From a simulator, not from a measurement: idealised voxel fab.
Title: Process Module voxel trench capacitor
The cross-section shown here is cut; it is 175 nm wide and divided into square cells measuring 5 nm on a side.
This document writes a cross-section as a grid whose cells are square, and gives it as bands, listed from the top down; one or more rows of cells form a band.
Each band's line starts with the height of the band's top and of its bottom, in nm. Then come its materials from left to right, each with its width in nm. One material with "throughout" fills the band from edge to edge. "blank" is empty space.
Measure heights from 0. That's the level where, below it, the as-received wafer is all one material. The lowest band is bottomless and extends downward; write it as in "0 nm and below".
The two numbers in a width such as "30..40" mark its ends across the band: the first belongs to the top row of cells, the second to the bottom row, and from each row to the next the width moves by the same amount.
Where the words "same as before" appear for a step, the cross-section shows no cell changed by that step; every cell remained as before.
You'll see "Enclosed internal voids" listing empty spaces that have no way open to the top, as long as they're 8 cells or more; the notation is width x height at distance, where the distance is from the left edge, and all of it is in nm.
after a step's settings: what the simulator itself notes on the step
If you see "overlay nm" on a step's line and that step has a mask, it's telling you how far right of where it was planned the mask ended up; a negative number means it went left instead.

Planned step list for the process:
1) RECEIVE,material Si
2) CONFORMAL_DEP,material SiN,thk nm 5
3) DIRECTIONAL_DEP,material aC,thk nm 15
4) PATTERN,tone open,mask id TRENCH,material resist,width nm 30,pitch nm 60,thk nm 35,overlay nm 0
5) DIRECTIONAL_ETCH,etch materials aC,depth nm 15
6) STRIP,etch materials resist
7) DIRECTIONAL_ETCH,etch materials SiN,depth nm 5
8) DIRECTIONAL_ETCH,etch materials Si,depth nm 40
9) STRIP,etch materials aC
10) CONFORMAL_DEP,material HfO2,thk nm 5
11) CONFORMAL_DEP,material TiN,thk nm 5
12) FILL_DEP,material W,thk nm 5
13) CMP,height nm 5

Cross-section of the wafer at receipt, which is the condition after step 1:
- 0 nm and below: Si throughout
- Enclosed internal voids: none

first wafer at the end, as planned:
- 5 nm to 0 nm: SiN (40) / HfO2 (5) / TiN (5) / W (10) / TiN (5) / HfO2 (5) / SiN (30) / HfO2 (5) / TiN (5) / W (10) / TiN (5) / HfO2 (5) / SiN (45)
- 0 nm to -30 nm: Si (40) / HfO2 (5) / TiN (5) / W (10) / TiN (5) / HfO2 (5) / Si (30) / HfO2 (5) / TiN (5) / W (10) / TiN (5) / HfO2 (5) / Si (45)
- -30 nm to -35 nm: Si (40) / HfO2 (5) / TiN (20) / HfO2 (5) / Si (30) / HfO2 (5) / TiN (20) / HfO2 (5) / Si (45)
- -35 nm to -40 nm: Si (40) / HfO2 (30) / Si (30) / HfO2 (30) / Si (45)
- -40 nm and below: Si throughout
- Enclosed internal voids: none

Presented here is a cross-section of the second of the two wafers as it stood at the end of the module. It was started in the same manner and assigned the same plan as the first wafer; however, one mistake was made in its execution:
- 5 nm to 0 nm: SiN (45) / TiN (5) / W (10) / TiN (5) / SiN (40) / TiN (5) / W (10) / TiN (5) / SiN (50)
- 0 nm to -30 nm: Si (40) / SiN (5) / TiN (5) / W (10) / TiN (5) / SiN (5) / Si (30) / SiN (5) / TiN (5) / W (10) / TiN (5) / SiN (5) / Si (45)
- -30 nm to -35 nm: Si (40) / SiN (5) / TiN (20) / SiN (5) / Si (30) / SiN (5) / TiN (20) / SiN (5) / Si (45)
- -35 nm to -40 nm: Si (40) / SiN (30) / Si (30) / SiN (30) / Si (45)
- -40 nm and below: Si throughout
- Enclosed internal voids: none
What broke from the plan during processing? step 10 off recipe, ran as CONFORMAL_DEP,material SiN,thk nm 5
Count the cells at the end and the second wafer has more or fewer of some materials than the first: HfO2: 44 fewer | SiN: 44 more
